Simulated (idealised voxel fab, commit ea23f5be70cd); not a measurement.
Documented hereafter: the process module known as voxel double patterning.
In the cross-section labelled cut, the width is 240 nm and each square cell is 5 nm.
Bands, listed from the top down, are how a cross-section gets written in this document; the cross-section itself is a grid of square cells, and a band is one or more rows of them. Read a band's entry like this: the first values are the height of its top and the height of its bottom in nm, and what follows is the sequence of materials from left to right, each with its width in nm. Note that "empty" is empty space, and that a single material marked "everywhere" reaches across the band from edge to edge. Measure heights from 0. That's the level where, below it, the as-received wafer is all one material. The lowest band is bottomless and extends downward; write it as in "from 0 down". When a width is written as two numbers, as in "30 to 40", the first number is the width in the top row of cells of the band and the second is the width in its bottom row, and the width changes by the same amount from each row to the next. "same as before" for a step: no cell of the cross-section changed in that step. What "Closed cavity list" gives you is every empty space of 8 cells or more that is cut off from the top. Each appears as width x height at distance, with the distance taken from the left edge and width, height and distance all in nm. Step line, after settings: the simulator's comment on this step. Steps that use a mask can have "overlay nm" on their line. It says how far the mask sat to the right of where it was meant to be. Negative means to the left.

STEPS PLANNED FOR THE PROCESS
step 1: RECEIVE, material Si
step 2: CONFORMAL_DEP, material SiO2, thk nm 5
step 3: DIRECTIONAL_DEP, material polySi, thk nm 15
step 4: DIRECTIONAL_DEP, material SiCN, thk nm 5
step 5: MASKED_ETCH, tone open, mask id FIRST, width nm 15, pitch nm 50, etch materials SiCN, depth nm 5, overlay nm 0
step 6: DIRECTIONAL_DEP, material aC, thk nm 10
step 7: PATTERN, tone open, mask id SECOND, material resist, width nm 15, pitch nm 50, thk nm 25, overlay nm 0
step 8: DIRECTIONAL_ETCH, etch materials aC, depth nm 10
step 9: STRIP, etch materials resist
step 10: DIRECTIONAL_ETCH, etch materials SiCN, depth nm 5
step 11: STRIP, etch materials aC
step 12: DIRECTIONAL_ETCH, etch materials polySi, depth nm 15
step 13: STRIP, etch materials SiCN

AS RECEIVED, AFTER STEP 1
    from 0 down: Si everywhere
    Closed cavity list: none

CROSS-SECTION TAKEN AT MODULE COMPLETION ON THE FIRST OF TWO WAFERS; PROCESSED PER THE PLAN
    from 20 to 5: polySi: 60 / empty: 15 / polySi: 10 / empty: 15 / polySi: 10 / empty: 15 / polySi: 10 / empty: 15 / polySi: 10 / empty: 15 / polySi: 65
    from 5 to 0: SiO2 everywhere
    from 0 down: Si everywhere
    Closed cavity list: none

SECOND WAFER CROSS-SECTION AT END OF MODULE - SHARED START AND PLAN WITH THE FIRST, ONE MISTAKE IN THE RUN
    from 35 to 30: SiO2: 60 / empty: 15 / SiO2: 35 / empty: 15 / SiO2: 35 / empty: 15 / SiO2: 65
    from 30 to 25: SiO2 everywhere
    from 25 to 20: SiCN: 60 / SiO2: 15 / SiCN: 35 / SiO2: 15 / SiCN: 35 / SiO2: 15 / SiCN: 65
    from 20 to 5: polySi everywhere
    from 5 to 0: SiO2 everywhere
    from 0 down: Si everywhere
    Closed cavity list: none
The plan and the run diverged here: off-plan run, step 6, actual operation and settings DIRECTIONAL_DEP, material SiO2, thk nm 10
Counted in cells at the end, the second wafer holds more or fewer of these materials than the first: +39 SiCN; +96 SiO2; +45 polySi
